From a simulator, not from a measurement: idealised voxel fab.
Module name: voxel capacitor over wiring (process module)
Cross-sectional view cut (width: 250 nm; square cell size: 5 nm).
Reading order for cross-sections: top band down to bottom band. Underlying form: a grid of square cells. Band size: one or more rows of cells.
Band: top height; bottom height; in nm. Then, left to right: material with width in nm, for each material. "all across": a single material spanning edge to edge. "blank": empty space.
Zero point of the height axis is 0; under it, received wafer = one material. Lowest band: continues down indefinitely, "0..down".
Per-row width for "30..40": begins at first number (top row of band), ends at second number (bottom row), increment between rows held constant.
No cell of the cross-section changed in a step that is given as "no change".
Heads up: "Enclosed void catalog" only lists the empty pockets with no open path to the top that are 8 cells or more, and it writes them as width x height at distance, distance from the left edge, in nm.
On a step's line, text after the settings is the simulator commenting on that step.
On any step carrying a mask, the "overlay nm" setting, if present on the step's line, tells how far right of its planned place the mask lay; negative values point to the left.
plan:
| 1 | RECEIVE [material Si] |
| 2 | CONFORMAL_DEP [material SiO2] [thk nm 10] |
| 3 | DIRECTIONAL_DEP [material TiN] [thk nm 5] |
| 4 | DIRECTIONAL_DEP [material Ru] [thk nm 25] |
| 5 | PATTERN [tone cover] [mask id METAL_1] [material resist] [width nm 30] [pitch nm 80] [thk nm 20] [overlay nm 0] |
| 6 | DIRECTIONAL_ETCH [etch materials Ru] [depth nm 25] |
| 7 | DIRECTIONAL_ETCH [etch materials TiN] [depth nm 5] |
| 8 | STRIP [etch materials resist] |
| 9 | CONFORMAL_DEP [material SiN] [thk nm 5] |
| 10 | FILL_DEP [material SiO2] [thk nm 10] |
| 11 | CMP [height nm 40] |
| 12 | CONFORMAL_DEP [material SiCN] [thk nm 5] |
| 13 | DIRECTIONAL_DEP [material SiO2] [thk nm 15] |
| 14 | PATTERN [tone open] [mask id PLUG_1] [material resist] [width nm 15] [thk nm 20] [overlay nm 0] |
| 15 | DIRECTIONAL_ETCH [etch materials SiO2] [depth nm 15] |
| 16 | DIRECTIONAL_ETCH [etch materials SiCN] [depth nm 5] |
| 17 | STRIP [etch materials resist] |
| 18 | CONFORMAL_DEP [material TiN] [thk nm 5] |
| 19 | FILL_DEP [material Cu] [thk nm 5] |
| 20 | CMP [height nm 60] |
| 21 | DIRECTIONAL_DEP [material TiN] [thk nm 5] |
| 22 | DIRECTIONAL_DEP [material SiN] [thk nm 5] |
| 23 | DIRECTIONAL_DEP [material TiN] [thk nm 10] |
| 24 | PATTERN [tone cover] [mask id UPPER_PLATE] [material resist] [width nm 55] [thk nm 20] [overlay nm 0] |
| 25 | DIRECTIONAL_ETCH [etch materials TiN] [depth nm 10] |
| 26 | DIRECTIONAL_ETCH [etch materials SiN] [depth nm 5] |
| 27 | STRIP [etch materials resist] |
| 28 | PATTERN [tone cover] [mask id LOWER_PLATE] [material resist] [width nm 65] [thk nm 15] [overlay nm 0] |
| 29 | DIRECTIONAL_ETCH [etch materials TiN] [depth nm 5] |
| 30 | STRIP [etch materials resist] |
| 31 | FILL_DEP [material SiO2] [thk nm 20] |
| 32 | CMP [height nm 95] |
| 33 | DIRECTIONAL_DEP [material aC] [thk nm 15] |
| 34 | PATTERN [tone open] [mask id PLUG_2] [material resist] [width nm 15] [thk nm 35] [overlay nm 0] |
| 35 | DIRECTIONAL_ETCH [etch materials aC] [depth nm 15] |
| 36 | STRIP [etch materials resist] |
| 37 | DIRECTIONAL_ETCH [etch materials SiO2] [depth nm 15] |
| 38 | STRIP [etch materials aC] |
| 39 | CONFORMAL_DEP [material TiN] [thk nm 5] |
| 40 | FILL_DEP [material W] [thk nm 10] |
| 41 | CMP [height nm 95] |
| 42 | CONFORMAL_DEP [material SiN] [thk nm 5] |
Cross-section, incoming material, after step 1:
  0..down: Si all across
  Enclosed void catalog: none
Figure: cross-sectional view of the wafer upon completion of the module, processed from the initial state and according to the plan depicted above, with one error introduced during execution:
  100..95: SiN all across
  95..85: SiO2 (95), then TiN (5), then W (5), then TiN (5), then SiO2 (140)
  85..80: SiO2 (95), then TiN (15), then SiO2 (140)
  80..70: SiO2 (85), then TiN (55), then SiO2 (110)
  70..65: SiO2 (85), then SiN (55), then SiO2 (110)
  65..60: SiO2 (80), then TiN (65), then SiO2 (105)
  60..45: SiO2 (85), then TiN (5), then Cu (5), then TiN (5), then SiO2 (150)
  45..40: SiCN (85), then TiN (15), then SiCN (150)
  40..35: SiN (70), then TiN (30), then SiN (50), then TiN (30), then SiN (70)
  35..10: Ru all across
  10..0: SiO2 all across
  0..down: Si all across
  Enclosed void catalog: none
In executing the process, a mistake was made relative to the plan: the executed order of steps 3 and 4 is the reverse of that specified in the plan, each step having taken the other's position
